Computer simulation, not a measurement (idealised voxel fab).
Module name: voxel double patterning (process module)
This is section cut - it's 220 nm across, gridded in 5 nm square cells.
Throughout this document, each cross-section is represented as a grid of square cells and is presented as a sequence of bands enumerated from the top downward, where a band comprises one or more rows of cells. Read a band's entry like this: the first values are the height of its top and the height of its bottom in nm, and what follows is the sequence of materials from left to right, each with its width in nm. Note that "empty" is empty space, and that a single material marked "everywhere" reaches across the band from edge to edge. Convention: height 0 is the level below which the wafer, as received, is all one material. The lowest band does not terminate at the bottom but continues downward, represented as "from 0 down". Top row gets the first number, bottom row gets the second, and each row in between changes by the same step: that is how a band width like "30..40" works. When a step is marked "no alterations made", none of the cells in the cross-section changed during that step. The list in "Closed void inventory" covers empty spaces of 8 cells or more that cannot reach the top through any open way, and it gives each as width x height at distance; the distance is from the left edge, and width, height and distance are in nm. That trailing text on a step's line, after the settings, is the simulator's own remark on the step. When a step includes a mask, the "overlay nm" setting on its line states how far to the right of its planned place that mask lay, and negative values state how far to the left.

## This section lists the process steps that were planned
| 1 | RECEIVE, material Si |
| 2 | CONFORMAL_DEP, material SiO2, thk nm 10 |
| 3 | DIRECTIONAL_DEP, material W, thk nm 15 |
| 4 | DIRECTIONAL_DEP, material SiCN, thk nm 5 |
| 5 | DIRECTIONAL_DEP, material aC, thk nm 10 |
| 6 | PATTERN, tone open, mask id FIRST, material resist, width nm 15, pitch nm 50, thk nm 25, overlay nm 0 |
| 7 | DIRECTIONAL_ETCH, etch materials aC, depth nm 10 |
| 8 | STRIP, etch materials resist |
| 9 | DIRECTIONAL_ETCH, etch materials SiCN, depth nm 5 |
| 10 | STRIP, etch materials aC |
| 11 | DIRECTIONAL_DEP, material aC, thk nm 10 |
| 12 | PATTERN, tone open, mask id SECOND, material resist, width nm 15, pitch nm 50, thk nm 30, overlay nm 0 |
| 13 | DIRECTIONAL_ETCH, etch materials aC, depth nm 10 |
| 14 | STRIP, etch materials resist |
| 15 | DIRECTIONAL_ETCH, etch materials SiCN, depth nm 5 |
| 16 | STRIP, etch materials aC |
| 17 | DIRECTIONAL_ETCH, etch materials W, depth nm 15 |
| 18 | STRIP, etch materials SiCN |

## First wafer, two in total, run as planned

## Cross-section of the wafer upon arrival, representing the state reached after step 1
> from 0 down | Si everywhere
> Closed void inventory: none

## Wafer xsec, post step 2
> from 10 to 0 | SiO2 everywhere
> All layers under 0 are left as they were.

## Wafer xsec, post step 3
> from 25 to 10 | W everywhere
> All layers under 10 are left as they were.

## Wafer xsec, post step 4
> from 30 to 25 | SiCN everywhere
> All layers under 25 are left as they were.

## Wafer xsec, post step 5
> from 40 to 30 | aC everywhere
> All layers under 30 are left as they were.

## Wafer xsec, post step 6
> from 65 to 40 | resist: 50  empty: 15  resist: 35  empty: 15  resist: 35  empty: 15  resist: 55
> All layers under 40 are left as they were.

## Wafer xsec, post step 7
> from 55 to 40 | resist: 50  empty: 15  resist: 35  empty: 15  resist: 35  empty: 15  resist: 55
> from 40 to 30 | aC: 50  empty: 15  aC: 35  empty: 15  aC: 35  empty: 15  aC: 55
> All layers under 30 are left as they were.

## Wafer xsec, post step 8
> from 40 to 30 | aC: 50  empty: 15  aC: 35  empty: 15  aC: 35  empty: 15  aC: 55
> All layers under 30 are left as they were.

## Wafer xsec, post step 9
> from 40 to 30 | aC: 50  empty: 15  aC: 35  empty: 15  aC: 35  empty: 15  aC: 55
> from 30 to 25 | SiCN: 50  empty: 15  SiCN: 35  empty: 15  SiCN: 35  empty: 15  SiCN: 55
> All layers under 25 are left as they were.

## Wafer xsec, post step 10
> from 30 to 25 | SiCN: 50  empty: 15  SiCN: 35  empty: 15  SiCN: 35  empty: 15  SiCN: 55
> All layers under 25 are left as they were.

## Wafer xsec, post step 11
> from 40 to 35 | aC: 50  empty: 15  aC: 35  empty: 15  aC: 35  empty: 15  aC: 55
> from 35 to 30 | aC everywhere
> from 30 to 25 | SiCN: 50  aC: 15  SiCN: 35  aC: 15  SiCN: 35  aC: 15  SiCN: 55
> All layers under 25 are left as they were.

## Wafer xsec, post step 12
> from 70 to 40 | resist: 75  empty: 15  resist: 35  empty: 15  resist: 80
> from 40 to 35 | aC: 50  resist: 15  aC: 35  resist: 15  aC: 35  resist: 15  aC: 55
> All layers under 35 are left as they were.

## Wafer xsec, post step 13
> from 60 to 40 | resist: 75  empty: 15  resist: 35  empty: 15  resist: 80
> from 40 to 35 | aC: 50  resist: 15  aC: 10  empty: 15  aC: 10  resist: 15  aC: 10  empty: 15  aC: 10  resist: 15  aC: 55
> from 35 to 30 | aC: 75  empty: 15  aC: 35  empty: 15  aC: 80
> All layers under 30 are left as they were.

## Wafer xsec, post step 14
> from 40 to 35 | aC: 50  empty: 15  aC: 10  empty: 15  aC: 10  empty: 15  aC: 10  empty: 15  aC: 10  empty: 15  aC: 55
> All layers under 35 are left as they were.

## Wafer xsec, post step 15
> from 40 to 35 | aC: 50  empty: 15  aC: 10  empty: 15  aC: 10  empty: 15  aC: 10  empty: 15  aC: 10  empty: 15  aC: 55
> from 35 to 30 | aC: 75  empty: 15  aC: 35  empty: 15  aC: 80
> from 30 to 25 | SiCN: 50  aC: 15  SiCN: 10  empty: 15  SiCN: 10  aC: 15  SiCN: 10  empty: 15  SiCN: 10  aC: 15  SiCN: 55
> All layers under 25 are left as they were.

## Wafer xsec, post step 16
> from 30 to 25 | SiCN: 50  empty: 15  SiCN: 10  empty: 15  SiCN: 10  empty: 15  SiCN: 10  empty: 15  SiCN: 10  empty: 15  SiCN: 55
> All layers under 25 are left as they were.

## Wafer xsec, post step 17
> from 30 to 25 | SiCN: 50  empty: 15  SiCN: 10  empty: 15  SiCN: 10  empty: 15  SiCN: 10  empty: 15  SiCN: 10  empty: 15  SiCN: 55
> from 25 to 10 | W: 50  empty: 15  W: 10  empty: 15  W: 10  empty: 15  W: 10  empty: 15  W: 10  empty: 15  W: 55
> All layers under 10 are left as they were.

## Wafer xsec, post step 18
> from 25 to 10 | W: 50  empty: 15  W: 10  empty: 15  W: 10  empty: 15  W: 10  empty: 15  W: 10  empty: 15  W: 55
> All layers under 10 are left as they were.

## The second wafer: identical to the first at the outset and in its planned sequence, differing only in that one mistake was made during processing; up to and including step 5, its path is the first wafer's path

## Second wafer, sectioned view, at step 6's planned end time
> from 65 to 40 | resist: 60  empty: 15  resist: 35  empty: 15  resist: 35  empty: 15  resist: 45
> All layers under 40 are left as they were.

## Second wafer, sectioned view, at step 7's planned end time
> from 55 to 40 | resist: 60  empty: 15  resist: 35  empty: 15  resist: 35  empty: 15  resist: 45
> from 40 to 30 | aC: 60  empty: 15  aC: 35  empty: 15  aC: 35  empty: 15  aC: 45
> All layers under 30 are left as they were.

## Second wafer, sectioned view, at step 8's planned end time
> from 40 to 30 | aC: 60  empty: 15  aC: 35  empty: 15  aC: 35  empty: 15  aC: 45
> All layers under 30 are left as they were.

## Second wafer, sectioned view, at step 9's planned end time
> from 40 to 30 | aC: 60  empty: 15  aC: 35  empty: 15  aC: 35  empty: 15  aC: 45
> from 30 to 25 | SiCN: 60  empty: 15  SiCN: 35  empty: 15  SiCN: 35  empty: 15  SiCN: 45
> All layers under 25 are left as they were.

## Second wafer, sectioned view, at step 10's planned end time
> from 30 to 25 | SiCN: 60  empty: 15  SiCN: 35  empty: 15  SiCN: 35  empty: 15  SiCN: 45
> All layers under 25 are left as they were.

## Second wafer, sectioned view, at step 11's planned end time
> from 40 to 35 | aC: 60  empty: 15  aC: 35  empty: 15  aC: 35  empty: 15  aC: 45
> from 35 to 30 | aC everywhere
> from 30 to 25 | SiCN: 60  aC: 15  SiCN: 35  aC: 15  SiCN: 35  aC: 15  SiCN: 45
> All layers under 25 are left as they were.

## Second wafer, sectioned view, at step 12's planned end time
> from 70 to 40 | resist: 75  empty: 15  resist: 35  empty: 15  resist: 80
> from 40 to 35 | aC: 60  resist: 15  aC: 35  resist: 15  aC: 35  resist: 15  aC: 45
> All layers under 35 are left as they were.

## Second wafer, sectioned view, at step 13's planned end time
> from 60 to 40 | resist: 75  empty: 15  resist: 35  empty: 15  resist: 80
> from 40 to 35 | aC: 60  resist: 15  empty: 15  aC: 20  resist: 15  empty: 15  aC: 20  resist: 15  aC: 45
> from 35 to 30 | aC: 75  empty: 15  aC: 35  empty: 15  aC: 80
> All layers under 30 are left as they were.

## Second wafer, sectioned view, at step 14's planned end time
> from 40 to 35 | aC: 60  empty: 30  aC: 20  empty: 30  aC: 20  empty: 15  aC: 45
> All layers under 35 are left as they were.

## Second wafer, sectioned view, at step 15's planned end time
> from 40 to 35 | aC: 60  empty: 30  aC: 20  empty: 30  aC: 20  empty: 15  aC: 45
> from 35 to 30 | aC: 75  empty: 15  aC: 35  empty: 15  aC: 80
> from 30 to 25 | SiCN: 60  aC: 15  empty: 15  SiCN: 20  aC: 15  empty: 15  SiCN: 20  aC: 15  SiCN: 45
> All layers under 25 are left as they were.

## Second wafer, sectioned view, at step 16's planned end time
> from 30 to 25 | SiCN: 60  empty: 30  SiCN: 20  empty: 30  SiCN: 20  empty: 15  SiCN: 45
> All layers under 25 are left as they were.

## Second wafer, sectioned view, at step 17's planned end time
> from 30 to 25 | SiCN: 60  empty: 30  SiCN: 20  empty: 30  SiCN: 20  empty: 15  SiCN: 45
> from 25 to 10 | W: 60  empty: 30  W: 20  empty: 30  W: 20  empty: 15  W: 45
> All layers under 10 are left as they were.

## Second wafer, sectioned view, at step 18's planned end time
> from 25 to 10 | W: 60  empty: 30  W: 20  empty: 30  W: 20  empty: 15  W: 45
> All layers under 10 are left as they were.
Finding, execution versus plan: step 6 off recipe, ran as PATTERN, tone open, mask id FIRST, material resist, width nm 15, pitch nm 50, thk nm 25, overlay nm 10
Same inventory, different map: at the end, the second wafer holds as many cells of each material as the first, placed elsewhere.
